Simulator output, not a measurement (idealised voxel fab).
Title: Process Module voxel self aligned contacts
Cross-section cut spans 150 nm and uses square cells 5 nm in size.
Cross-section spec: square-cell grid; bands listed top down; each band is one or more rows.
Basically the band line says how high the top is and how high the bottom is, in nm, and then what's in it from left to right, every material with its width in nm. Empty space shows up as "blank", and if a single material carries "full width" it runs the full band edge to edge.
Height reference: 0 = level under which incoming wafer is all one material. Lowest band: no bottom, runs on downward, e.g. "0..down".
Read "30->40" as a graded width: first number on top, second number at the bottom, same change between each pair of neighbouring rows.
"no modifications" after a step means that no cell of the cross-section changed.
"Sealed internal cavities" means: voids of 8 cells or more that are shut off from the top with no open way through. Written width x height at distance, distance from the left edge, in nm.
Heads up: the bit after the settings on a step's line is the simulator's remark on that step.
A step line may carry the setting "overlay nm", which, for steps involving a mask, states the distance by which the mask lay to the right of its intended position; negative values denote displacement to the left.

# The steps planned for the process are as follows
step 1: RECEIVE: material Si
step 2: OXIDIZE: depth nm 5
step 3: DIRECTIONAL_DEP: material polySi, thk nm 30
step 4: DIRECTIONAL_DEP: material SiN, thk nm 20
step 5: MASKED_ETCH: tone cover, mask id GATE, width nm 35, pitch nm 70, etch materials SiN, depth nm 20, overlay nm 0
step 6: MASKED_ETCH: tone cover, mask id GATE, width nm 35, pitch nm 70, etch materials polySi, depth nm 30, overlay nm 0
step 7: CONFORMAL_DEP: material SiN, thk nm 5
step 8: DIRECTIONAL_ETCH: etch materials SiN, depth nm 5
step 9: FILL_DEP: material SiO2, thk nm 15
step 10: CMP: height nm 60
step 11: PATTERN: tone open, mask id CONTACT, material resist, width nm 45, thk nm 20, overlay nm 0
step 12: DIRECTIONAL_ETCH: etch materials SiO2, depth nm 65
step 13: STRIP: etch materials resist
step 14: CONFORMAL_DEP: material TiN, thk nm 5
step 15: FILL_DEP: material Ru, thk nm 10
step 16: CMP: height nm 60
step 17: CONFORMAL_DEP: material SiN, thk nm 5

# The first of two wafers, run as planned

# So this is the incoming wafer in cross-section - it's already been through step 1
  0..down = Si full width
  Sealed internal cavities: none

# Step 2 complete: cross-section through the wafer
  0..-5 = SiO2 full width
  Under the height -5 nothing was changed.

# Step 3 complete: cross-section through the wafer
  30..0 = polySi full width
  Under the height 0 nothing was changed.

# Step 4 complete: cross-section through the wafer
  50..30 = SiN full width
  Under the height 30 nothing was changed.

# Step 5 complete: cross-section through the wafer
  50..30 = blank 20 | SiN 35 | blank 35 | SiN 35 | blank 25
  Under the height 30 nothing was changed.

# Step 6 complete: cross-section through the wafer
  50..30 = blank 20 | SiN 35 | blank 35 | SiN 35 | blank 25
  30..0 = blank 20 | polySi 35 | blank 35 | polySi 35 | blank 25
  Under the height 0 nothing was changed.

# Step 7 complete: cross-section through the wafer
  55..30 = blank 15 | SiN 45 | blank 25 | SiN 45 | blank 20
  30..5 = blank 15 | SiN 5 | polySi 35 | SiN 5 | blank 25 | SiN 5 | polySi 35 | SiN 5 | blank 20
  5..0 = SiN 20 | polySi 35 | SiN 35 | polySi 35 | SiN 25
  Under the height 0 nothing was changed.

# Step 8 complete: cross-section through the wafer
  50..30 = blank 15 | SiN 45 | blank 25 | SiN 45 | blank 20
  30..0 = blank 15 | SiN 5 | polySi 35 | SiN 5 | blank 25 | SiN 5 | polySi 35 | SiN 5 | blank 20
  Under the height 0 nothing was changed.

# Step 9 complete: cross-section through the wafer
  65..50 = SiO2 full width
  50..30 = SiO2 15 | SiN 45 | SiO2 25 | SiN 45 | SiO2 20
  30..0 = SiO2 15 | SiN 5 | polySi 35 | SiN 5 | SiO2 25 | SiN 5 | polySi 35 | SiN 5 | SiO2 20
  Under the height 0 nothing was changed.

# Step 10 complete: cross-section through the wafer
  60..50 = SiO2 full width
  Under the height 50 nothing was changed.

# Step 11 complete: cross-section through the wafer
  80..60 = resist 50 | blank 45 | resist 55
  Under the height 60 nothing was changed.

# Step 12 complete: cross-section through the wafer
  80..60 = resist 50 | blank 45 | resist 55
  60..50 = SiO2 50 | blank 45 | SiO2 55
  50..30 = SiO2 15 | SiN 45 | blank 25 | SiN 45 | SiO2 20
  30..0 = SiO2 15 | SiN 5 | polySi 35 | SiN 5 | blank 25 | SiN 5 | polySi 35 | SiN 5 | SiO2 20
  0..-5 = SiO2 60 | blank 25 | SiO2 65
  Under the height -5 nothing was changed.

# Step 13 complete: cross-section through the wafer
  60..50 = SiO2 50 | blank 45 | SiO2 55
  Under the height 50 nothing was changed.

# Step 14 complete: cross-section through the wafer
  65..60 = TiN 55 | blank 35 | TiN 60
  60..50 = SiO2 50 | TiN 5->15 | blank 35->15 | TiN 5->15 | SiO2 55
  50..30 = SiO2 15 | SiN 45 | TiN 5 | blank 15 | TiN 5 | SiN 45 | SiO2 20
  30..0 = SiO2 15 | SiN 5 | polySi 35 | SiN 5 | TiN 5 | blank 15 | TiN 5 | SiN 5 | polySi 35 | SiN 5 | SiO2 20
  0..-5 = SiO2 60 | TiN 25 | SiO2 65
  Under the height -5 nothing was changed.

# Step 15 complete: cross-section through the wafer
  75..65 = Ru full width
  65..60 = TiN 55 | Ru 35 | TiN 60
  60..50 = SiO2 50 | TiN 5->15 | Ru 35->15 | TiN 5->15 | SiO2 55
  50..30 = SiO2 15 | SiN 45 | TiN 5 | Ru 15 | TiN 5 | SiN 45 | SiO2 20
  30..0 = SiO2 15 | SiN 5 | polySi 35 | SiN 5 | TiN 5 | Ru 15 | TiN 5 | SiN 5 | polySi 35 | SiN 5 | SiO2 20
  Under the height 0 nothing was changed.

# Step 16 complete: cross-section through the wafer
  60..50 = SiO2 50 | TiN 5->15 | Ru 35->15 | TiN 5->15 | SiO2 55
  Under the height 50 nothing was changed.

# Step 17 complete: cross-section through the wafer
  65..60 = SiN full width
  Under the height 60 nothing was changed.

# What follows concerns the second wafer, which started out like the first and was meant to follow the very same plan; one mistake crept in when it was run, but everything up to and including step 15 is the same as for the first wafer

Cross-section of the second wafer corresponding to the planned conclusion of step 16: no modifications

# Cross-section of the second wafer corresponding to the planned conclusion of step 17
  80..75 = SiN full width
  Under the height 75 nothing was changed.
Deviation noted in wafer processing: plan step 16: skipped, not run
Heads up, by the end the second wafer has more or fewer cells of some materials compared to the first: +67 Ru; +23 TiN
